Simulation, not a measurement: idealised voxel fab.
Process module heading - voxel lift off
Square cells of 5 nm make up the cross-section cut, whose width is 260 nm.
This document writes a cross-section as a grid whose cells are square, and gives it as bands, listed from the top down; one or more rows of cells form a band.
Per band: top height and bottom height in nm, followed by the left-to-right materials and their widths in nm; "full width" marks a single material spanning edge to edge, "blank" marks empty space.
It should be noted that heights are counted from 0, beneath which the wafer as supplied is of one material throughout, and that the lowest band possesses no lower boundary but continues downward, as written in "0..down".
Top row gets the first number, bottom row gets the second, and each row in between changes by the same step: that is how a band width like "30 to 40" works.
The designation "no change", where it is given for a processing step, indicates that no cell of the cross-section was altered in the course of that step.
If an empty space has no open way to the top and is at least 8 cells in size, "Entrapped void list" lists it, written width x height at distance, where distance is measured from the left edge and every value is in nm.
Formally, on a step line, whatever follows the settings is a remark that the simulator itself makes on the step.
Among the settings permitted on a step's line is "overlay nm"; applied to a step with a mask, it specifies the extent to which the mask lay to the right of its planned position, whereas a negative figure signifies a position to the left.
### Process steps foreseen in the plan
1 RECEIVE,material Si
2 CONFORMAL_DEP,material SiO2,thk nm 15
3 PATTERN,tone open,mask id LINES,material resist,width nm 15,pitch nm 45,thk nm 30,overlay nm 0
4 DIRECTIONAL_DEP,material Ru,thk nm 15
5 STRIP,etch materials resist
6 CONFORMAL_DEP,material SiN,thk nm 5
### So this is the incoming wafer in cross-section - it's already been through step 1
0..down  Si full width
Entrapped void list: none
### Post-module cross-section: identical start and plan to those above, one misstep in execution
35..30  85 of blank  25 of SiN  20 of blank  25 of SiN  105 of blank
30..20  85 of blank  5 of SiN  15 of Ru  5 of SiN  20 of blank  5 of SiN  15 of Ru  5 of SiN  105 of blank
20..15  90 of SiN  15 of Ru  30 of SiN  15 of Ru  110 of SiN
15..0  SiO2 full width
0..down  Si full width
Entrapped void list: none
In executing the process, a mistake was made relative to the plan: the process deviated at step 3: the operation and settings actually run there were PATTERN,tone open,mask id LINES,material resist,width nm 15,pitch nm 45,thk nm 30,overlay nm -10
